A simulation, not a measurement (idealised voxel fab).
Process module in this document: voxel self aligned vias
Each square cell in cross-section cut measures 5 nm, and the section as a whole is 210 nm wide.
Notation: cross-section as square-cell grid; stated in bands, top first, going down; one or more cell rows per band. Heights first: top, then bottom, in nm. Then materials, left to right, each with a width in nm. "everywhere" on a single material: fills the band edge to edge. "air": empty space. Where do heights start? At 0: under that level the wafer as delivered is made of one material only. And the lowest band has no floor; it just carries on downward, as in "0 nm and below". A width such as "30->40" changes by the same amount from each row of cells to the next, from the band's top row to its bottom row. You'll sometimes find "all unchanged" written for a step, and that's the way of saying that nowhere in the cross-section did a cell change during that step. "Enclosed void listing": sealed empty spaces, 8 cells or more, no open way to top, listed width x height at distance, with distance from the left edge and width, height and distance in nm. Read whatever lies past the settings on a step's line as the simulator's own remark about the step. "overlay nm" on a masked step: distance the mask lay right of its planned place, negative for left.

Intended process steps
1: RECEIVE, material Si
2: CONFORMAL_DEP, material SiO2, thk nm 15
3: CONFORMAL_DEP, material SiCN, thk nm 5
4: DIRECTIONAL_DEP, material lowk, thk nm 25
5: PATTERN, tone open, mask id LINES, material resist, width nm 25, pitch nm 50, thk nm 20, overlay nm 0
6: DIRECTIONAL_ETCH, etch materials lowk, depth nm 25
7: STRIP, etch materials resist
8: CONFORMAL_DEP, material TiN, thk nm 5
9: FILL_DEP, material Ru, thk nm 5
10: CMP, height nm 45
11: SELECTIVE_ETCH, etch materials W Ru TiN, depth nm 5
12: FILL_DEP, material SiN, thk nm 10
13: CMP, height nm 45
14: DIRECTIONAL_DEP, material lowk, thk nm 15
15: PATTERN, tone open, mask id VIAS, material resist, width nm 35, pitch nm 100, thk nm 20, overlay nm 0
16: DIRECTIONAL_ETCH, etch materials lowk, depth nm 15
17: DIRECTIONAL_ETCH, etch materials SiN, depth nm 5
18: STRIP, etch materials resist
19: CONFORMAL_DEP, material TiN, thk nm 5
20: FILL_DEP, material Ru, thk nm 5
21: CMP, height nm 60
22: CONFORMAL_DEP, material SiN, thk nm 5

Shown in cross-section is the wafer as received, that is, as it stands after step 1
> 0 nm and below = Si everywhere
> Enclosed void listing: none

Module complete, cross-section. Starting point and plan per above. One mistake made in running the module
> 65 nm to 60 nm = SiN everywhere
> 60 nm to 45 nm = 35 nm lowk, then 5 nm TiN, then 25 nm Ru, then 5 nm TiN, then 65 nm lowk, then 5 nm TiN, then 25 nm Ru, then 5 nm TiN, then 40 nm lowk
> 45 nm to 40 nm = 35 nm SiN, then 35 nm TiN, then 65 nm SiN, then 35 nm TiN, then 40 nm SiN
> 40 nm to 20 nm = 40 nm lowk, then 5 nm TiN, then 15 nm Ru, then 5 nm TiN, then 25 nm lowk, then 5 nm TiN, then 15 nm Ru, then 5 nm TiN, then 25 nm lowk, then 5 nm TiN, then 15 nm Ru, then 5 nm TiN, then 45 nm lowk
> 20 nm to 15 nm = 40 nm lowk, then 25 nm TiN, then 25 nm lowk, then 25 nm TiN, then 25 nm lowk, then 25 nm TiN, then 45 nm lowk
> 15 nm to 0 nm = SiO2 everywhere
> 0 nm and below = Si everywhere
> Enclosed void listing: none
It is concluded that the wafer was processed incorrectly with respect to the plan, in that step 3 of the plan did not run at all; it was left out
